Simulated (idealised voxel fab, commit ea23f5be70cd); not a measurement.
Process module under the name voxel capacitor over wiring
The figure presents cross-section cut, which has a width of 255 nm and is divided into square cells with an edge length of 5 nm.
Cross-section layout: square cells on a grid; listed as bands, top to bottom; a band spans one or more cell rows. Quick guide to a band line: top height, bottom height (nm) up front; then every material left to right with its width in nm. Only one material and it's marked "full width"? Then it fills the band edge to edge. And "empty" just means empty space. Height datum 0, below which the as-received substrate wafer is one material. Lowest band open at the bottom, running downward: "0 nm and below". Quick explanation for "30->40": the width changes in equal steps down the rows of cells, from the first number in the band's top row to the second number in its bottom row. When a step is marked "nothing altered", none of the cells in the cross-section changed during that step. Closed empty spaces (no open way to the top) of 8 cells or more are what "Enclosed internal voids" lists, each as width x height at distance from the left edge, nm for all three. On a step's line, text after the settings is the simulator commenting on that step. You can add "overlay nm" to a step's line. For a step with a mask, it describes how far the mask lay to the right of its planned position, and a negative number describes a lay to the left.

Below is the list of planned process steps:
- 1: RECEIVE: material Si
- 2: CONFORMAL_DEP: material SiO2, thk nm 15
- 3: DIRECTIONAL_DEP: material TiN, thk nm 5
- 4: DIRECTIONAL_DEP: material W, thk nm 15
- 5: PATTERN: tone cover, mask id METAL_1, material resist, width nm 15, pitch nm 70, thk nm 15, overlay nm 0
- 6: DIRECTIONAL_ETCH: etch materials W, depth nm 15
- 7: DIRECTIONAL_ETCH: etch materials TiN, depth nm 5
- 8: STRIP: etch materials resist
- 9: CONFORMAL_DEP: material SiN, thk nm 5
- 10: FILL_DEP: material lowk, thk nm 10
- 11: CMP: height nm 35
- 12: CONFORMAL_DEP: material SiCN, thk nm 5
- 13: DIRECTIONAL_DEP: material lowk, thk nm 20
- 14: DIRECTIONAL_DEP: material aC, thk nm 10
- 15: PATTERN: tone open, mask id PLUG_1, material resist, width nm 15, thk nm 25, overlay nm 0
- 16: DIRECTIONAL_ETCH: etch materials aC, depth nm 10
- 17: STRIP: etch materials resist
- 18: DIRECTIONAL_ETCH: etch materials lowk, depth nm 20
- 19: DIRECTIONAL_ETCH: etch materials SiCN, depth nm 5
- 20: STRIP: etch materials aC
- 21: CONFORMAL_DEP: material TiN, thk nm 5
- 22: FILL_DEP: material Ru, thk nm 10
- 23: CMP: height nm 60
- 24: DIRECTIONAL_DEP: material TiN, thk nm 10
- 25: DIRECTIONAL_DEP: material SiN, thk nm 5
- 26: DIRECTIONAL_DEP: material TiN, thk nm 5
- 27: PATTERN: tone cover, mask id UPPER_PLATE, material resist, width nm 55, thk nm 20, overlay nm 0
- 28: DIRECTIONAL_ETCH: etch materials TiN, depth nm 5
- 29: DIRECTIONAL_ETCH: etch materials SiN, depth nm 5
- 30: STRIP: etch materials resist
- 31: MASKED_ETCH: tone cover, mask id LOWER_PLATE, width nm 65, etch materials TiN, depth nm 10, overlay nm 0
- 32: FILL_DEP: material SiO2, thk nm 15
- 33: CMP: height nm 90
- 34: DIRECTIONAL_DEP: material aC, thk nm 15
- 35: PATTERN: tone open, mask id PLUG_2, material resist, width nm 15, thk nm 30, overlay nm 0
- 36: DIRECTIONAL_ETCH: etch materials aC, depth nm 15
- 37: STRIP: etch materials resist
- 38: DIRECTIONAL_ETCH: etch materials SiO2, depth nm 10
- 39: STRIP: etch materials aC
- 40: CONFORMAL_DEP: material TiN, thk nm 5
- 41: FILL_DEP: material Ru, thk nm 5
- 42: CMP: height nm 90
- 43: CONFORMAL_DEP: material SiCN, thk nm 5
Split variable: width nm, step 5. Plan value = first wafer. Wafers start alike.

The first of several wafers, as received after step 1, seen in section:
  0 nm and below | Si full width
  Enclosed internal voids: none

Heads up, this table goes wafer by wafer. A row tells you, at the end of the module, how many cells of each material that wafer has put on (+) or dropped (-) since it was received, and then its closed voids:
width nm 15; +5 Ru; +99 SiCN; +68 SiN; +405 SiO2; +59 TiN; +18 W; +315 lowk; Enclosed internal voids: none
width nm 20; +5 Ru; +99 SiCN; +66 SiN; +405 SiO2; +61 TiN; +24 W; +309 lowk; Enclosed internal voids: none
width nm 25; +5 Ru; +99 SiCN; +64 SiN; +405 SiO2; +63 TiN; +30 W; +303 lowk; Enclosed internal voids: none
width nm 30; +5 Ru; +99 SiCN; +62 SiN; +405 SiO2; +65 TiN; +36 W; +297 lowk; Enclosed internal voids: none
width nm 35; +5 Ru; +99 SiCN; +60 SiN; +405 SiO2; +67 TiN; +42 W; +291 lowk; Enclosed internal voids: none
